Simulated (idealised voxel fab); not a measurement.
This is a process module. Its name is voxel gate over fins.
The figure presents cross-section cut, which has a width of 225 nm and is divided into square cells with an edge length of 5 nm.
Each cross-section below is a grid of square cells, stated as bands in top-down order, with one or more rows of cells making up each band.
Heights first: top, then bottom, in nm. Then materials, left to right, each with a width in nm. "all across" on a single material: fills the band edge to edge. "blank": empty space.
Ref level 0: as-received wafer is one material below here. Bottom band extends down with no lower bound ("z 0 and below").
You'd read "30->40" like this: the band's top row of cells is as wide as the first number, its bottom row is as wide as the second, and going down, every row changes width by the same amount as the row before did.
The designation "remained unchanged", where it is given for a processing step, indicates that no cell of the cross-section was altered in the course of that step.
The list in "Fully sealed cavities" covers empty spaces of 8 cells or more that cannot reach the top through any open way, and it gives each as width x height at distance; the distance is from the left edge, and width, height and distance are in nm.
The remark found on a step's line after its settings is issued by the simulator itself and pertains to that step.
overlay nm: step with mask; distance mask lay right of planned place; negative value = left of planned place.
The steps planned for the process are as follows:
step 1: RECEIVE (material Si)
step 2: CONFORMAL_DEP (material SiN; thk nm 5)
step 3: PATTERN (tone cover; mask id FINS; material resist; width nm 15; pitch nm 35; thk nm 15; overlay nm 0)
step 4: DIRECTIONAL_ETCH (etch materials SiN; depth nm 5)
step 5: DIRECTIONAL_ETCH (etch materials Si; depth nm 40)
step 6: STRIP (etch materials resist)
step 7: OXIDIZE (depth nm 5)
step 8: FILL_DEP (material SiO2; thk nm 15)
step 9: CMP (height nm 5)
step 10: SELECTIVE_ETCH (etch materials SiO2; depth nm 20)
step 11: STRIP (etch materials SiN)
step 12: CONFORMAL_DEP (material HfO2; thk nm 5)
step 13: CONFORMAL_DEP (material TiN; thk nm 5)
step 14: FILL_DEP (material W; thk nm 15)
step 15: CMP (height nm 20)
step 16: CONFORMAL_DEP (material SiCN; thk nm 5)
First of two wafers, processed according to plan:
As received (post step 1): cross-section:
- z 0 and below = Si all across
- Fully sealed cavities: none
Sectional view: wafer, after step 2:
- z 5 to 0 = SiN all across
- Beneath the level 0, the cross-section is identical to its previous state.
Sectional view: wafer, after step 3:
- z 20 to 5 = blank (70)  resist (15)  blank (20)  resist (15)  blank (20)  resist (15)  blank (70)
- Beneath the level 5, the cross-section is identical to its previous state.
Sectional view: wafer, after step 4:
- z 20 to 5 = blank (70)  resist (15)  blank (20)  resist (15)  blank (20)  resist (15)  blank (70)
- z 5 to 0 = blank (70)  SiN (15)  blank (20)  SiN (15)  blank (20)  SiN (15)  blank (70)
- Beneath the level 0, the cross-section is identical to its previous state.
Sectional view: wafer, after step 5:
- z 20 to 5 = blank (70)  resist (15)  blank (20)  resist (15)  blank (20)  resist (15)  blank (70)
- z 5 to 0 = blank (70)  SiN (15)  blank (20)  SiN (15)  blank (20)  SiN (15)  blank (70)
- z 0 to -40 = blank (70)  Si (15)  blank (20)  Si (15)  blank (20)  Si (15)  blank (70)
- Beneath the level -40, the cross-section is identical to its previous state.
Sectional view: wafer, after step 6:
- z 5 to 0 = blank (70)  SiN (15)  blank (20)  SiN (15)  blank (20)  SiN (15)  blank (70)
- Beneath the level 0, the cross-section is identical to its previous state.
Sectional view: wafer, after step 7:
- z 5 to 0 = blank (70)  SiN (15)  blank (20)  SiN (15)  blank (20)  SiN (15)  blank (70)
- z 0 to -40 = blank (70)  SiO2 (5)  Si (5)  SiO2 (5)  blank (20)  SiO2 (5)  Si (5)  SiO2 (5)  blank (20)  SiO2 (5)  Si (5)  SiO2 (5)  blank (70)
- z -40 to -45 = SiO2 (75)  Si (5)  SiO2 (30)  Si (5)  SiO2 (30)  Si (5)  SiO2 (75)
- Beneath the level -45, the cross-section is identical to its previous state.
Sectional view: wafer, after step 8:
- z 20 to 5 = SiO2 all across
- z 5 to 0 = SiO2 (70)  SiN (15)  SiO2 (20)  SiN (15)  SiO2 (20)  SiN (15)  SiO2 (70)
- z 0 to -45 = SiO2 (75)  Si (5)  SiO2 (30)  Si (5)  SiO2 (30)  Si (5)  SiO2 (75)
- Beneath the level -45, the cross-section is identical to its previous state.
Sectional view: wafer, after step 9:
- z 5 to 0 = SiO2 (70)  SiN (15)  SiO2 (20)  SiN (15)  SiO2 (20)  SiN (15)  SiO2 (70)
- Beneath the level 0, the cross-section is identical to its previous state.
Sectional view: wafer, after step 10:
- z 5 to 0 = blank (70)  SiN (15)  blank (20)  SiN (15)  blank (20)  SiN (15)  blank (70)
- z 0 to -15 = blank (75)  Si (5)  blank (30)  Si (5)  blank (30)  Si (5)  blank (75)
- Beneath the level -15, the cross-section is identical to its previous state.
Sectional view: wafer, after step 11:
- z 0 to -15 = blank (75)  Si (5)  blank (30)  Si (5)  blank (30)  Si (5)  blank (75)
- Beneath the level -15, the cross-section is identical to its previous state.
Sectional view: wafer, after step 12:
- z 5 to 0 = blank (70)  HfO2 (15)  blank (20)  HfO2 (15)  blank (20)  HfO2 (15)  blank (70)
- z 0 to -10 = blank (70)  HfO2 (5)  Si (5)  HfO2 (5)  blank (20)  HfO2 (5)  Si (5)  HfO2 (5)  blank (20)  HfO2 (5)  Si (5)  HfO2 (5)  blank (70)
- z -10 to -15 = HfO2 (75)  Si (5)  HfO2 (30)  Si (5)  HfO2 (30)  Si (5)  HfO2 (75)
- Beneath the level -15, the cross-section is identical to its previous state.
Sectional view: wafer, after step 13:
- z 10 to 5 = blank (65)  TiN (25)  blank (10)  TiN (25)  blank (10)  TiN (25)  blank (65)
- z 5 to 0 = blank (65)  TiN (5)  HfO2 (15)  TiN (5)  blank (10)  TiN (5)  HfO2 (15)  TiN (5)  blank (10)  TiN (5)  HfO2 (15)  TiN (5)  blank (65)
- z 0 to -5 = blank (65)  TiN (5)  HfO2 (5)  Si (5)  HfO2 (5)  TiN (5)  blank (10)  TiN (5)  HfO2 (5)  Si (5)  HfO2 (5)  TiN (5)  blank (10)  TiN (5)  HfO2 (5)  Si (5)  HfO2 (5)  TiN (5)  blank (65)
- z -5 to -10 = TiN (70)  HfO2 (5)  Si (5)  HfO2 (5)  TiN (20)  HfO2 (5)  Si (5)  HfO2 (5)  TiN (20)  HfO2 (5)  Si (5)  HfO2 (5)  TiN (70)
- Beneath the level -10, the cross-section is identical to its previous state.
Sectional view: wafer, after step 14:
- z 25 to 10 = W all across
- z 10 to 5 = W (65)  TiN (25)  W (10)  TiN (25)  W (10)  TiN (25)  W (65)
- z 5 to 0 = W (65)  TiN (5)  HfO2 (15)  TiN (5)  W (10)  TiN (5)  HfO2 (15)  TiN (5)  W (10)  TiN (5)  HfO2 (15)  TiN (5)  W (65)
- z 0 to -5 = W (65)  TiN (5)  HfO2 (5)  Si (5)  HfO2 (5)  TiN (5)  W (10)  TiN (5)  HfO2 (5)  Si (5)  HfO2 (5)  TiN (5)  W (10)  TiN (5)  HfO2 (5)  Si (5)  HfO2 (5)  TiN (5)  W (65)
- Beneath the level -5, the cross-section is identical to its previous state.
Sectional view: wafer, after step 15:
- z 20 to 10 = W all across
- Beneath the level 10, the cross-section is identical to its previous state.
Sectional view: wafer, after step 16:
- z 25 to 20 = SiCN all across
- Beneath the level 20, the cross-section is identical to its previous state.
The second wafer was prepared from the same starting point and under the same plan as the first; its processing contained one mistake, and it remains indistinguishable from the first wafer up to and including step 8:
Second wafer cross-section, taken as of the time the plan sets for step 9 to be done: remained unchanged
Second wafer cross-section, taken as of the time the plan sets for step 10 to be done:
- z 5 to 0 = blank (70)  SiN (15)  blank (20)  SiN (15)  blank (20)  SiN (15)  blank (70)
- Beneath the level 0, the cross-section is identical to its previous state.
Second wafer cross-section, taken as of the time the plan sets for step 11 to be done:
- z 0 to -45 = SiO2 (75)  Si (5)  SiO2 (30)  Si (5)  SiO2 (30)  Si (5)  SiO2 (75)
- Beneath the level -45, the cross-section is identical to its previous state.
Second wafer cross-section, taken as of the time the plan sets for step 12 to be done:
- z 5 to 0 = HfO2 all across
- Beneath the level 0, the cross-section is identical to its previous state.
Second wafer cross-section, taken as of the time the plan sets for step 13 to be done:
- z 10 to 5 = TiN all across
- Beneath the level 5, the cross-section is identical to its previous state.
Second wafer cross-section, taken as of the time the plan sets for step 14 to be done:
- z 25 to 10 = W all across
- Beneath the level 10, the cross-section is identical to its previous state.
Second wafer cross-section, taken as of the time the plan sets for step 15 to be done:
- z 20 to 10 = W all across
- Beneath the level 10, the cross-section is identical to its previous state.
Second wafer cross-section, taken as of the time the plan sets for step 16 to be done:
- z 25 to 20 = SiCN all across
- Beneath the level 20, the cross-section is identical to its previous state.
Plan not followed: yeah, step 9 of the plan got skipped, never ran
At the finish, the second wafer shows more or fewer cells for some materials than the first does: HfO2: 18 fewer | SiO2: 126 more | TiN: 18 fewer | W: 90 fewer
